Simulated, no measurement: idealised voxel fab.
Proc. module: voxel wiring stack
FYI the section here is cut, 245 nm wide, cells are 5 nm squares.
The cross-sections in this document take the form of a grid made of square cells. They are written out as bands, in order from top to bottom. Each band consists of one or more rows of cells.
Within each band entry, the heights of the top and of the bottom of the band appear first, in that order and in nm; the materials of the band then follow from left to right, each with its corresponding width in nm. The designation "throughout" on a single material indicates that it fills the band from edge to edge; the designation "air" indicates empty space.
Counting heights begins at 0, where everything beneath is, in the wafer as received, one material. The lowest band has no bottom; it goes on downwards, as "0 and below" shows.
The width entry "30..40" should be interpreted row by row: the top row of cells in the band takes the first number, the bottom row takes the second number, and the change between adjacent rows is uniform throughout.
Where the words "everything unchanged" appear for a step, the cross-section shows no cell changed by that step; every cell remained as before.
"Unvented voids" - sealed voids, min. 8 cells, no opening to top; format: width x height at distance (distance from left edge; nm throughout).
Note: text after step settings on the step line = simulator remark on that step.
The line of a step may include "overlay nm". On a step with a mask, this value is how far to the right of its planned place the mask lay. A negative value means the mask lay to the left.
In what follows, pairs of cross-sections are presented, each taken before and after one process step, with the after cross-section shown only down to the lowest band that was altered; the step, together with its settings, is stated below the pair. The pairs may stem from different runs of this module on the same starting wafer; accordingly, a pair should be taken as continuing from the one above it solely where its entry headed "Pre-step condition" indicates as much.

# Pre-step condition
	0 and below = Si throughout
	Unvented voids: none

# Cross-Section Thereafter
	10 down to 0 = SiO2 throughout
	Below 0, no change.
	Unvented voids: none
The step that takes the structure from the upper cross-section to the lower one is CONFORMAL_DEP [material SiO2] [thk nm 10]

Pre-step condition: as shown after the step in the preceding pair, directly above.

# Cross-Section Thereafter
	15 down to 10 = TiN throughout
	Below 10, no change.
	Unvented voids: none
The step that takes the structure from the upper cross-section to the lower one is DIRECTIONAL_DEP [material TiN] [thk nm 5]

Pre-step condition: as shown after the step in the preceding pair, directly above.

# Cross-Section Thereafter
	35 down to 15 = Ru throughout
	Below 15, no change.
	Unvented voids: none
The step that takes the structure from the upper cross-section to the lower one is DIRECTIONAL_DEP [material Ru] [thk nm 20]

Pre-step condition: as shown after the step in the preceding pair, directly above.

# Cross-Section Thereafter
	50 down to 35 = air: 60 | resist: 20 | air: 15 | resist: 20 | air: 15 | resist: 20 | air: 15 | resist: 20 | air: 60
	Below 35, no change.
	Unvented voids: none
The step that takes the structure from the upper cross-section to the lower one is PATTERN [tone cover] [mask id METAL_1] [material resist] [width nm 20] [pitch nm 35] [thk nm 15] [overlay nm 0]

Pre-step condition: as shown after the step in the preceding pair, directly above.

# Cross-Section Thereafter
	50 down to 35 = air: 60 | resist: 20 | air: 15 | resist: 20 | air: 15 | resist: 20 | air: 15 | resist: 20 | air: 60
	35 down to 15 = air: 60 | Ru: 20 | air: 15 | Ru: 20 | air: 15 | Ru: 20 | air: 15 | Ru: 20 | air: 60
	Below 15, no change.
	Unvented voids: none
The step that takes the structure from the upper cross-section to the lower one is DIRECTIONAL_ETCH [etch materials Ru] [depth nm 20]

Pre-step condition: as shown after the step in the preceding pair, directly above.

# Cross-Section Thereafter
	50 down to 35 = air: 60 | resist: 20 | air: 15 | resist: 20 | air: 15 | resist: 20 | air: 15 | resist: 20 | air: 60
	35 down to 15 = air: 60 | Ru: 20 | air: 15 | Ru: 20 | air: 15 | Ru: 20 | air: 15 | Ru: 20 | air: 60
	15 down to 10 = air: 60 | TiN: 20 | air: 15 | TiN: 20 | air: 15 | TiN: 20 | air: 15 | TiN: 20 | air: 60
	Below 10, no change.
	Unvented voids: none
The step that takes the structure from the upper cross-section to the lower one is DIRECTIONAL_ETCH [etch materials TiN] [depth nm 5]

Pre-step condition: as shown after the step in the preceding pair, directly above.

# Cross-Section Thereafter
	35 down to 15 = air: 60 | Ru: 20 | air: 15 | Ru: 20 | air: 15 | Ru: 20 | air: 15 | Ru: 20 | air: 60
	Below 15, no change.
	Unvented voids: none
The step that takes the structure from the upper cross-section to the lower one is STRIP [etch materials resist]

Pre-step condition: as shown after the step in the preceding pair, directly above.

# Cross-Section Thereafter
	40 down to 35 = air: 55 | SiN: 30 | air: 5 | SiN: 30 | air: 5 | SiN: 30 | air: 5 | SiN: 30 | air: 55
	35 down to 15 = air: 55 | SiN: 5 | Ru: 20 | SiN: 5 | air: 5 | SiN: 5 | Ru: 20 | SiN: 5 | air: 5 | SiN: 5 | Ru: 20 | SiN: 5 | air: 5 | SiN: 5 | Ru: 20 | SiN: 5 | air: 55
	15 down to 10 = SiN: 60 | TiN: 20 | SiN: 15 | TiN: 20 | SiN: 15 | TiN: 20 | SiN: 15 | TiN: 20 | SiN: 60
	Below 10, no change.
	Unvented voids: none
The step that takes the structure from the upper cross-section to the lower one is CONFORMAL_DEP [material SiN] [thk nm 5]

Pre-step condition: as shown after the step in the preceding pair, directly above.

# Cross-Section Thereafter
	45 down to 40 = SiO2 throughout
	40 down to 35 = SiO2: 55 | SiN: 30 | SiO2: 5 | SiN: 30 | SiO2: 5 | SiN: 30 | SiO2: 5 | SiN: 30 | SiO2: 55
	35 down to 15 = SiO2: 55 | SiN: 5 | Ru: 20 | SiN: 5 | SiO2: 5 | SiN: 5 | Ru: 20 | SiN: 5 | SiO2: 5 | SiN: 5 | Ru: 20 | SiN: 5 | SiO2: 5 | SiN: 5 | Ru: 20 | SiN: 5 | SiO2: 55
	Below 15, no change.
	Unvented voids: none
The step that takes the structure from the upper cross-section to the lower one is FILL_DEP [material SiO2] [thk nm 5]

Pre-step condition: as shown after the step in the preceding pair, directly above.

# Cross-Section Thereafter
	35 down to 15 = SiO2: 55 | SiN: 5 | Ru: 20 | SiN: 5 | SiO2: 5 | SiN: 5 | Ru: 20 | SiN: 5 | SiO2: 5 | SiN: 5 | Ru: 20 | SiN: 5 | SiO2: 5 | SiN: 5 | Ru: 20 | SiN: 5 | SiO2: 55
	Below 15, no change.
	Unvented voids: none
The step that takes the structure from the upper cross-section to the lower one is CMP [height nm 35]

Pre-step condition: as shown after the step in the preceding pair, directly above.

# Cross-Section Thereafter
	40 down to 35 = SiCN throughout
	Below 35, no change.
	Unvented voids: none
The step that takes the structure from the upper cross-section to the lower one is CONFORMAL_DEP [material SiCN] [thk nm 5]

Pre-step condition: as shown after the step in the preceding pair, directly above.

# Cross-Section Thereafter
	60 down to 40 = SiO2 throughout
	Below 40, no change.
	Unvented voids: none
The step that takes the structure from the upper cross-section to the lower one is DIRECTIONAL_DEP [material SiO2] [thk nm 20]

Pre-step condition: as shown after the step in the preceding pair, directly above.

# Cross-Section Thereafter
	75 down to 60 = aC throughout
	Below 60, no change.
	Unvented voids: none
The step that takes the structure from the upper cross-section to the lower one is DIRECTIONAL_DEP [material aC] [thk nm 15]

Pre-step condition: as shown after the step in the preceding pair, directly above.

# Cross-Section Thereafter
	105 down to 75 = resist: 60 | air: 15 | resist: 55 | air: 15 | resist: 100
	Below 75, no change.
	Unvented voids: none
The step that takes the structure from the upper cross-section to the lower one is PATTERN [tone open] [mask id PLUG_1] [material resist] [width nm 15] [pitch nm 70] [thk nm 30] [overlay nm 0]

Pre-step condition: as shown after the step in the preceding pair, directly above.

# Cross-Section Thereafter
	90 down to 75 = resist: 60 | air: 15 | resist: 55 | air: 15 | resist: 100
	75 down to 60 = aC: 60 | air: 15 | aC: 55 | air: 15 | aC: 100
	Below 60, no change.
	Unvented voids: none
The step that takes the structure from the upper cross-section to the lower one is DIRECTIONAL_ETCH [etch materials aC] [depth nm 15]

Pre-step condition: as shown after the step in the preceding pair, directly above.

# Cross-Section Thereafter
	75 down to 60 = aC: 60 | air: 15 | aC: 55 | air: 15 | aC: 100
	Below 60, no change.
	Unvented voids: none
The step that takes the structure from the upper cross-section to the lower one is STRIP [etch materials resist]

Pre-step condition: as shown after the step in the preceding pair, directly above.

# Cross-Section Thereafter
	75 down to 60 = aC: 60 | air: 15 | aC: 55 | air: 15 | aC: 100
	60 down to 40 = SiO2: 60 | air: 15 | SiO2: 55 | air: 15 | SiO2: 100
	Below 40, no change.
	Unvented voids: none
The step that takes the structure from the upper cross-section to the lower one is DIRECTIONAL_ETCH [etch materials SiO2] [depth nm 20]

Pre-step condition: as shown after the step in the preceding pair, directly above.

# Cross-Section Thereafter
	75 down to 60 = aC: 60 | air: 15 | aC: 55 | air: 15 | aC: 100
	60 down to 40 = SiO2: 60 | air: 15 | SiO2: 55 | air: 15 | SiO2: 100
	40 down to 35 = SiCN: 60 | air: 15 | SiCN: 55 | air: 15 | SiCN: 100
	Below 35, no change.
	Unvented voids: none
The step that takes the structure from the upper cross-section to the lower one is DIRECTIONAL_ETCH [etch materials SiCN] [depth nm 5]

Pre-step condition: as shown after the step in the preceding pair, directly above.

# Cross-Section Thereafter
	60 down to 40 = SiO2: 60 | air: 15 | SiO2: 55 | air: 15 | SiO2: 100
	Below 40, no change.
	Unvented voids: none
The step that takes the structure from the upper cross-section to the lower one is STRIP [etch materials aC]

Pre-step condition: as shown after the step in the preceding pair, directly above.

# Cross-Section Thereafter
	60 down to 45 = SiO2: 60 | air: 15 | SiO2: 55 | air: 15 | SiO2: 100
	45 down to 40 = SiO2: 60 | Ru: 15 | SiO2: 55 | Ru: 15 | SiO2: 100
	40 down to 35 = SiCN: 60 | Ru: 15 | SiCN: 55 | Ru: 15 | SiCN: 100
	Below 35, no change.
	Unvented voids: none
The step that takes the structure from the upper cross-section to the lower one is EPI [material Ru] [thk nm 10]

Pre-step condition: as shown after the step in the preceding pair, directly above.

# Cross-Section Thereafter
	60 down to 55 = SiO2: 60 | air: 15 | SiO2: 55 | air: 15 | SiO2: 100
	55 down to 40 = SiO2: 60 | Ru: 15 | SiO2: 55 | Ru: 15 | SiO2: 100
	Below 40, no change.
	Unvented voids: none
The step that takes the structure from the upper cross-section to the lower one is EPI [material Ru] [thk nm 10]

Pre-step condition: as shown after the step in the preceding pair, directly above.

# Cross-Section Thereafter
	60 down to 40 = SiO2: 60 | Ru: 15 | SiO2: 55 | Ru: 15 | SiO2: 100
	Below 40, no change.
	Unvented voids: none
The step that takes the structure from the upper cross-section to the lower one is EPI [material Ru] [thk nm 5]

Pre-step condition: as shown after the step in the preceding pair, directly above.

# Cross-Section Thereafter
	65 down to 60 = TiN throughout
	Below 60, no change.
	Unvented voids: none
The step that takes the structure from the upper cross-section to the lower one is DIRECTIONAL_DEP [material TiN] [thk nm 5]

Pre-step condition: as shown after the step in the preceding pair, directly above.

# Cross-Section Thereafter
	85 down to 65 = Ru throughout
	Below 65, no change.
	Unvented voids: none
The step that takes the structure from the upper cross-section to the lower one is DIRECTIONAL_DEP [material Ru] [thk nm 20]

Pre-step condition: as shown after the step in the preceding pair, directly above.

# Cross-Section Thereafter
	85 down to 65 = air: 60 | Ru: 20 | air: 15 | Ru: 20 | air: 15 | Ru: 20 | air: 15 | Ru: 20 | air: 60
	Below 65, no change.
	Unvented voids: none
The step that takes the structure from the upper cross-section to the lower one is MASKED_ETCH [tone cover] [mask id METAL_2] [width nm 20] [pitch nm 35] [etch materials Ru] [depth nm 20] [overlay nm 0]

Pre-step condition: as shown after the step in the preceding pair, directly above.

# Cross-Section Thereafter
	85 down to 65 = air: 60 | Ru: 20 | air: 15 | Ru: 20 | air: 15 | Ru: 20 | air: 15 | Ru: 20 | air: 60
	65 down to 60 = air: 60 | TiN: 20 | air: 15 | TiN: 20 | air: 15 | TiN: 20 | air: 15 | TiN: 20 | air: 60
	Below 60, no change.
	Unvented voids: none
The step that takes the structure from the upper cross-section to the lower one is MASKED_ETCH [tone cover] [mask id METAL_2] [width nm 20] [pitch nm 35] [etch materials TiN] [depth nm 5] [overlay nm 0]

Pre-step condition: as shown after the step in the preceding pair, directly above.

# Cross-Section Thereafter
	95 down to 85 = SiO2 throughout
	85 down to 65 = SiO2: 60 | Ru: 20 | SiO2: 15 | Ru: 20 | SiO2: 15 | Ru: 20 | SiO2: 15 | Ru: 20 | SiO2: 60
	65 down to 60 = SiO2: 60 | TiN: 20 | SiO2: 15 | TiN: 20 | SiO2: 15 | TiN: 20 | SiO2: 15 | TiN: 20 | SiO2: 60
	Below 60, no change.
	Unvented voids: none
The step that takes the structure from the upper cross-section to the lower one is FILL_DEP [material SiO2] [thk nm 10]

Pre-step condition: as shown after the step in the preceding pair, directly above.

# Cross-Section Thereafter
	85 down to 65 = SiO2: 60 | Ru: 20 | SiO2: 15 | Ru: 20 | SiO2: 15 | Ru: 20 | SiO2: 15 | Ru: 20 | SiO2: 60
	Below 65, no change.
	Unvented voids: none
The step that takes the structure from the upper cross-section to the lower one is CMP [height nm 85]

Pre-step condition: as shown after the step in the preceding pair, directly above.

# Cross-Section Thereafter
	90 down to 85 = SiCN throughout
	Below 85, no change.
	Unvented voids: none
The step that takes the structure from the upper cross-section to the lower one is CONFORMAL_DEP [material SiCN] [thk nm 5]

Pre-step condition: as shown after the step in the preceding pair, directly above.

# Cross-Section Thereafter
	105 down to 90 = SiO2 throughout
	Below 90, no change.
	Unvented voids: none
The step that takes the structure from the upper cross-section to the lower one is DIRECTIONAL_DEP [material SiO2] [thk nm 15]

Pre-step condition: as shown after the step in the preceding pair, directly above.

# Cross-Section Thereafter
	105 down to 90 = SiO2: 60 | air: 15 | SiO2: 20 | air: 15 | SiO2: 20 | air: 15 | SiO2: 20 | air: 15 | SiO2: 65
	Below 90, no change.
	Unvented voids: none
The step that takes the structure from the upper cross-section to the lower one is MASKED_ETCH [tone open] [mask id PLUG_2] [width nm 15] [pitch nm 35] [etch materials SiO2] [depth nm 15] [overlay nm 0]

Pre-step condition: as shown after the step in the preceding pair, directly above.

# Cross-Section Thereafter
	105 down to 90 = SiO2: 60 | air: 15 | SiO2: 20 | air: 15 | SiO2: 20 | air: 15 | SiO2: 20 | air: 15 | SiO2: 65
	90 down to 85 = SiCN: 60 | air: 15 | SiCN: 20 | air: 15 | SiCN: 20 | air: 15 | SiCN: 20 | air: 15 | SiCN: 65
	Below 85, no change.
	Unvented voids: none
The step that takes the structure from the upper cross-section to the lower one is MASKED_ETCH [tone open] [mask id PLUG_2] [width nm 15] [pitch nm 35] [etch materials SiCN] [depth nm 5] [overlay nm 0]

Pre-step condition: as shown after the step in the preceding pair, directly above.

# Cross-Section Thereafter
	110 down to 105 = TiN: 65 | air: 5 | TiN: 30 | air: 5 | TiN: 30 | air: 5 | TiN: 30 | air: 5 | TiN: 70
	105 down to 90 = SiO2: 60 | TiN: 5 | air: 5 | TiN: 5 | SiO2: 20 | TiN: 5 | air: 5 | TiN: 5 | SiO2: 20 | TiN: 5 | air: 5 | TiN: 5 | SiO2: 20 | TiN: 5 | air: 5 | TiN: 5 | SiO2: 65
	90 down to 85 = SiCN: 60 | TiN: 15 | SiCN: 20 | TiN: 15 | SiCN: 20 | TiN: 15 | SiCN: 20 | TiN: 15 | SiCN: 65
	Below 85, no change.
	Unvented voids: none
The step that takes the structure from the upper cross-section to the lower one is CONFORMAL_DEP [material TiN] [thk nm 5]

Pre-step condition: as shown after the step in the preceding pair, directly above.

# Cross-Section Thereafter
	115 down to 110 = W throughout
	110 down to 105 = TiN: 65 | W: 5 | TiN: 30 | W: 5 | TiN: 30 | W: 5 | TiN: 30 | W: 5 | TiN: 70
	105 down to 90 = SiO2: 60 | TiN: 5 | W: 5 | TiN: 5 | SiO2: 20 | TiN: 5 | W: 5 | TiN: 5 | SiO2: 20 | TiN: 5 | W: 5 | TiN: 5 | SiO2: 20 | TiN: 5 | W: 5 | TiN: 5 | SiO2: 65
	Below 90, no change.
	Unvented voids: none
The step that takes the structure from the upper cross-section to the lower one is FILL_DEP [material W] [thk nm 5]

Pre-step condition: as shown after the step in the preceding pair, directly above.

# Cross-Section Thereafter
	105 down to 90 = SiO2: 60 | TiN: 5 | W: 5 | TiN: 5 | SiO2: 20 | TiN: 5 | W: 5 | TiN: 5 | SiO2: 20 | TiN: 5 | W: 5 | TiN: 5 | SiO2: 20 | TiN: 5 | W: 5 | TiN: 5 | SiO2: 65
	Below 90, no change.
	Unvented voids: none
The step that takes the structure from the upper cross-section to the lower one is CMP [height nm 105]

Pre-step condition: as shown after the step in the preceding pair, directly above.

# Cross-Section Thereafter
	110 down to 105 = TiN throughout
	Below 105, no change.
	Unvented voids: none
The step that takes the structure from the upper cross-section to the lower one is DIRECTIONAL_DEP [material TiN] [thk nm 5]

Pre-step condition: as shown after the step in the preceding pair, directly above.

# Cross-Section Thereafter
	135 down to 110 = W throughout
	Below 110, no change.
	Unvented voids: none
The step that takes the structure from the upper cross-section to the lower one is DIRECTIONAL_DEP [material W] [thk nm 25]

Pre-step condition: as shown after the step in the preceding pair, directly above.

# Cross-Section Thereafter
	155 down to 135 = air: 60 | resist: 20 | air: 15 | resist: 20 | air: 15 | resist: 20 | air: 15 | resist: 20 | air: 60
	Below 135, no change.
	Unvented voids: none
The step that takes the structure from the upper cross-section to the lower one is PATTERN [tone cover] [mask id METAL_3] [material resist] [width nm 20] [pitch nm 35] [thk nm 20] [overlay nm 0]

Pre-step condition: as shown after the step in the preceding pair, directly above.

# Cross-Section Thereafter
	155 down to 135 = air: 60 | resist: 20 | air: 15 | resist: 20 | air: 15 | resist: 20 | air: 15 | resist: 20 | air: 60
	135 down to 110 = air: 60 | W: 20 | air: 15 | W: 20 | air: 15 | W: 20 | air: 15 | W: 20 | air: 60
	Below 110, no change.
	Unvented voids: none
The step that takes the structure from the upper cross-section to the lower one is DIRECTIONAL_ETCH [etch materials W] [depth nm 25]

Pre-step condition: as shown after the step in the preceding pair, directly above.

# Cross-Section Thereafter
	155 down to 135 = air: 60 | resist: 20 | air: 15 | resist: 20 | air: 15 | resist: 20 | air: 15 | resist: 20 | air: 60
	135 down to 110 = air: 60 | W: 20 | air: 15 | W: 20 | air: 15 | W: 20 | air: 15 | W: 20 | air: 60
	110 down to 105 = air: 60 | TiN: 20 | air: 15 | TiN: 20 | air: 15 | TiN: 20 | air: 15 | TiN: 20 | air: 60
	Below 105, no change.
	Unvented voids: none
The step that takes the structure from the upper cross-section to the lower one is DIRECTIONAL_ETCH [etch materials TiN] [depth nm 5]

Pre-step condition: as shown after the step in the preceding pair, directly above.

# Cross-Section Thereafter
	135 down to 110 = air: 60 | W: 20 | air: 15 | W: 20 | air: 15 | W: 20 | air: 15 | W: 20 | air: 60
	Below 110, no change.
	Unvented voids: none
The step that takes the structure from the upper cross-section to the lower one is STRIP [etch materials resist]

Pre-step condition: as shown after the step in the preceding pair, directly above.

# Cross-Section Thereafter
	140 down to 135 = SiO2 throughout
	135 down to 110 = SiO2: 60 | W: 20 | SiO2: 15 | W: 20 | SiO2: 15 | W: 20 | SiO2: 15 | W: 20 | SiO2: 60
	110 down to 105 = SiO2: 60 | TiN: 20 | SiO2: 15 | TiN: 20 | SiO2: 15 | TiN: 20 | SiO2: 15 | TiN: 20 | SiO2: 60
	Below 105, no change.
	Unvented voids: none
The step that takes the structure from the upper cross-section to the lower one is FILL_DEP [material SiO2] [thk nm 5]

Pre-step condition: as shown after the step in the preceding pair, directly above.

# Cross-Section Thereafter
	135 down to 110 = SiO2: 60 | W: 20 | SiO2: 15 | W: 20 | SiO2: 15 | W: 20 | SiO2: 15 | W: 20 | SiO2: 60
	Below 110, no change.
	Unvented voids: none
The step that takes the structure from the upper cross-section to the lower one is CMP [height nm 135]

Pre-step condition: as shown after the step in the preceding pair, directly above.

# Cross-Section Thereafter
	140 down to 135 = SiN throughout
	Below 135, no change.
	Unvented voids: none
The step that takes the structure from the upper cross-section to the lower one is CONFORMAL_DEP [material SiN] [thk nm 5]

# Pre-step condition
	0 and below = Si throughout
	Unvented voids: none

# Cross-Section Thereafter
	5 down to 0 = TiN throughout
	Below 0, no change.
	Unvented voids: none
The step that takes the structure from the upper cross-section to the lower one is DIRECTIONAL_DEP [material TiN] [thk nm 5]

Pre-step condition: as shown after the step in the preceding pair, directly above.

# Cross-Section Thereafter
	25 down to 5 = Ru throughout
	Below 5, no change.
	Unvented voids: none
The step that takes the structure from the upper cross-section to the lower one is DIRECTIONAL_DEP [material Ru] [thk nm 20]

Pre-step condition: as shown after the step in the preceding pair, directly above.

# Cross-Section Thereafter
	40 down to 25 = air: 60 | resist: 20 | air: 15 | resist: 20 | air: 15 | resist: 20 | air: 15 | resist: 20 | air: 60
	Below 25, no change.
	Unvented voids: none
The step that takes the structure from the upper cross-section to the lower one is PATTERN [tone cover] [mask id METAL_1] [material resist] [width nm 20] [pitch nm 35] [thk nm 15] [overlay nm 0]

Pre-step condition: as shown after the step in the preceding pair, directly above.

# Cross-Section Thereafter
	40 down to 25 = air: 60 | resist: 20 | air: 15 | resist: 20 | air: 15 | resist: 20 | air: 15 | resist: 20 | air: 60
	25 down to 5 = air: 60 | Ru: 20 | air: 15 | Ru: 20 | air: 15 | Ru: 20 | air: 15 | Ru: 20 | air: 60
	Below 5, no change.
	Unvented voids: none
The step that takes the structure from the upper cross-section to the lower one is DIRECTIONAL_ETCH [etch materials Ru] [depth nm 20]

Pre-step condition: as shown after the step in the preceding pair, directly above.

# Cross-Section Thereafter
	40 down to 25 = air: 60 | resist: 20 | air: 15 | resist: 20 | air: 15 | resist: 20 | air: 15 | resist: 20 | air: 60
	25 down to 5 = air: 60 | Ru: 20 | air: 15 | Ru: 20 | air: 15 | Ru: 20 | air: 15 | Ru: 20 | air: 60
	5 down to 0 = air: 60 | TiN: 20 | air: 15 | TiN: 20 | air: 15 | TiN: 20 | air: 15 | TiN: 20 | air: 60
	Below 0, no change.
	Unvented voids: none
The step that takes the structure from the upper cross-section to the lower one is DIRECTIONAL_ETCH [etch materials TiN] [depth nm 5]

Pre-step condition: as shown after the step in the preceding pair, directly above.

# Cross-Section Thereafter
	25 down to 5 = air: 60 | Ru: 20 | air: 15 | Ru: 20 | air: 15 | Ru: 20 | air: 15 | Ru: 20 | air: 60
	Below 5, no change.
	Unvented voids: none
The step that takes the structure from the upper cross-section to the lower one is STRIP [etch materials resist]

Pre-step condition: as shown after the step in the preceding pair, directly above.

# Cross-Section Thereafter
	30 down to 25 = air: 55 | SiN: 30 | air: 5 | SiN: 30 | air: 5 | SiN: 30 | air: 5 | SiN: 30 | air: 55
	25 down to 5 = air: 55 | SiN: 5 | Ru: 20 | SiN: 5 | air: 5 | SiN: 5 | Ru: 20 | SiN: 5 | air: 5 | SiN: 5 | Ru: 20 | SiN: 5 | air: 5 | SiN: 5 | Ru: 20 | SiN: 5 | air: 55
	5 down to 0 = SiN: 60 | TiN: 20 | SiN: 15 | TiN: 20 | SiN: 15 | TiN: 20 | SiN: 15 | TiN: 20 | SiN: 60
	Below 0, no change.
	Unvented voids: none
The step that takes the structure from the upper cross-section to the lower one is CONFORMAL_DEP [material SiN] [thk nm 5]

Pre-step condition: as shown after the step in the preceding pair, directly above.

# Cross-Section Thereafter
	35 down to 30 = SiO2 throughout
	30 down to 25 = SiO2: 55 | SiN: 30 | SiO2: 5 | SiN: 30 | SiO2: 5 | SiN: 30 | SiO2: 5 | SiN: 30 | SiO2: 55
	25 down to 5 = SiO2: 55 | SiN: 5 | Ru: 20 | SiN: 5 | SiO2: 5 | SiN: 5 | Ru: 20 | SiN: 5 | SiO2: 5 | SiN: 5 | Ru: 20 | SiN: 5 | SiO2: 5 | SiN: 5 | Ru: 20 | SiN: 5 | SiO2: 55
	Below 5, no change.
	Unvented voids: none
The step that takes the structure from the upper cross-section to the lower one is FILL_DEP [material SiO2] [thk nm 5]

Pre-step condition: as shown after the step in the preceding pair, directly above.

# Cross-Section Thereafter
	40 down to 35 = SiCN throughout
	Below 35, no change.
	Unvented voids: none
The step that takes the structure from the upper cross-section to the lower one is CONFORMAL_DEP [material SiCN] [thk nm 5]

Pre-step condition: as shown after the step in the preceding pair, directly above.

# Cross-Section Thereafter
	60 down to 40 = SiO2 throughout
	Below 40, no change.
	Unvented voids: none
The step that takes the structure from the upper cross-section to the lower one is DIRECTIONAL_DEP [material SiO2] [thk nm 20]

Pre-step condition: as shown after the step in the preceding pair, directly above.

# Cross-Section Thereafter
	75 down to 60 = aC throughout
	Below 60, no change.
	Unvented voids: none
The step that takes the structure from the upper cross-section to the lower one is DIRECTIONAL_DEP [material aC] [thk nm 15]

Pre-step condition: as shown after the step in the preceding pair, directly above.

# Cross-Section Thereafter
	105 down to 75 = resist: 60 | air: 15 | resist: 55 | air: 15 | resist: 100
	Below 75, no change.
	Unvented voids: none
The step that takes the structure from the upper cross-section to the lower one is PATTERN [tone open] [mask id PLUG_1] [material resist] [width nm 15] [pitch nm 70] [thk nm 30] [overlay nm 0]

Pre-step condition: as shown after the step in the preceding pair, directly above.

# Cross-Section Thereafter
	90 down to 75 = resist: 60 | air: 15 | resist: 55 | air: 15 | resist: 100
	75 down to 60 = aC: 60 | air: 15 | aC: 55 | air: 15 | aC: 100
	Below 60, no change.
	Unvented voids: none
The step that takes the structure from the upper cross-section to the lower one is DIRECTIONAL_ETCH [etch materials aC] [depth nm 15]

Pre-step condition: as shown after the step in the preceding pair, directly above.

# Cross-Section Thereafter
	75 down to 60 = aC: 60 | air: 15 | aC: 55 | air: 15 | aC: 100
	Below 60, no change.
	Unvented voids: none
The step that takes the structure from the upper cross-section to the lower one is STRIP [etch materials resist]

Pre-step condition: as shown after the step in the preceding pair, directly above.

# Cross-Section Thereafter
	75 down to 60 = aC: 60 | air: 15 | aC: 55 | air: 15 | aC: 100
	60 down to 40 = SiO2: 60 | air: 15 | SiO2: 55 | air: 15 | SiO2: 100
	Below 40, no change.
	Unvented voids: none
The step that takes the structure from the upper cross-section to the lower one is DIRECTIONAL_ETCH [etch materials SiO2] [depth nm 20]

Pre-step condition: as shown after the step in the preceding pair, directly above.

# Cross-Section Thereafter
	75 down to 60 = aC: 60 | air: 15 | aC: 55 | air: 15 | aC: 100
	60 down to 40 = SiO2: 60 | air: 15 | SiO2: 55 | air: 15 | SiO2: 100
	40 down to 35 = SiCN: 60 | air: 15 | SiCN: 55 | air: 15 | SiCN: 100
	Below 35, no change.
	Unvented voids: none
The step that takes the structure from the upper cross-section to the lower one is DIRECTIONAL_ETCH [etch materials SiCN] [depth nm 5]

Pre-step condition: as shown after the step in the preceding pair, directly above.

# Cross-Section Thereafter
	60 down to 40 = SiO2: 60 | air: 15 | SiO2: 55 | air: 15 | SiO2: 100
	Below 40, no change.
	Unvented voids: none
The step that takes the structure from the upper cross-section to the lower one is STRIP [etch materials aC]

Pre-step condition: as shown after the step in the preceding pair, directly above.

# Cross-Section Thereafter
	65 down to 60 = TiN: 60 | air: 15 | TiN: 55 | air: 15 | TiN: 100
	60 down to 40 = SiO2: 60 | air: 15 | SiO2: 55 | air: 15 | SiO2: 100
	40 down to 35 = SiCN: 60 | TiN: 15 | SiCN: 55 | TiN: 15 | SiCN: 100
	Below 35, no change.
	Unvented voids: none
The step that takes the structure from the upper cross-section to the lower one is DIRECTIONAL_DEP [material TiN] [thk nm 5]

Pre-step condition: as shown after the step in the preceding pair, directly above.

# Cross-Section Thereafter
	85 down to 65 = Ru: 60 | air: 15 | Ru: 55 | air: 15 | Ru: 100
	65 down to 60 = TiN: 60 | air: 15 | TiN: 55 | air: 15 | TiN: 100
	60 down to 40 = SiO2: 60 | Ru: 15 | SiO2: 55 | Ru: 15 | SiO2: 100
	Below 40, no change.
	Unvented voids: none
The step that takes the structure from the upper cross-section to the lower one is DIRECTIONAL_DEP [material Ru] [thk nm 20]

Pre-step condition: as shown after the step in the preceding pair, directly above.

# Cross-Section Thereafter
	85 down to 65 = air: 75 | Ru: 5 | air: 15 | Ru: 20 | air: 30 | Ru: 5 | air: 15 | Ru: 20 | air: 60
	Below 65, no change.
	Unvented voids: none
The step that takes the structure from the upper cross-section to the lower one is MASKED_ETCH [tone cover] [mask id METAL_2] [width nm 20] [pitch nm 35] [etch materials Ru] [depth nm 20] [overlay nm 0]

Pre-step condition: as shown after the step in the preceding pair, directly above.

# Cross-Section Thereafter
	85 down to 65 = air: 75 | Ru: 5 | air: 15 | Ru: 20 | air: 30 | Ru: 5 | air: 15 | Ru: 20 | air: 60
	65 down to 60 = air: 75 | TiN: 5 | air: 15 | TiN: 20 | air: 30 | TiN: 5 | air: 15 | TiN: 20 | air: 60
	Below 60, no change.
	Unvented voids: none
The step that takes the structure from the upper cross-section to the lower one is MASKED_ETCH [tone cover] [mask id METAL_2] [width nm 20] [pitch nm 35] [etch materials TiN] [depth nm 5] [overlay nm 0]

Pre-step condition: as shown after the step in the preceding pair, directly above.

# Cross-Section Thereafter
	95 down to 85 = SiO2 throughout
	85 down to 65 = SiO2: 75 | Ru: 5 | SiO2: 15 | Ru: 20 | SiO2: 30 | Ru: 5 | SiO2: 15 | Ru: 20 | SiO2: 60
	65 down to 60 = SiO2: 75 | TiN: 5 | SiO2: 15 | TiN: 20 | SiO2: 30 | TiN: 5 | SiO2: 15 | TiN: 20 | SiO2: 60
	Below 60, no change.
	Unvented voids: none
The step that takes the structure from the upper cross-section to the lower one is FILL_DEP [material SiO2] [thk nm 10]

Pre-step condition: as shown after the step in the preceding pair, directly above.

# Cross-Section Thereafter
	85 down to 65 = SiO2: 75 | Ru: 5 | SiO2: 15 | Ru: 20 | SiO2: 30 | Ru: 5 | SiO2: 15 | Ru: 20 | SiO2: 60
	Below 65, no change.
	Unvented voids: none
The step that takes the structure from the upper cross-section to the lower one is CMP [height nm 85]

Pre-step condition: as shown after the step in the preceding pair, directly above.

# Cross-Section Thereafter
	90 down to 85 = SiCN throughout
	Below 85, no change.
	Unvented voids: none
The step that takes the structure from the upper cross-section to the lower one is CONFORMAL_DEP [material SiCN] [thk nm 5]

Pre-step condition: as shown after the step in the preceding pair, directly above.

# Cross-Section Thereafter
	105 down to 90 = SiO2 throughout
	Below 90, no change.
	Unvented voids: none
The step that takes the structure from the upper cross-section to the lower one is DIRECTIONAL_DEP [material SiO2] [thk nm 15]

Pre-step condition: as shown after the step in the preceding pair, directly above.

# Cross-Section Thereafter
	105 down to 90 = SiO2: 60 | air: 15 | SiO2: 20 | air: 15 | SiO2: 20 | air: 15 | SiO2: 20 | air: 15 | SiO2: 65
	Below 90, no change.
	Unvented voids: none
The step that takes the structure from the upper cross-section to the lower one is MASKED_ETCH [tone open] [mask id PLUG_2] [width nm 15] [pitch nm 35] [etch materials SiO2] [depth nm 15] [overlay nm 0]
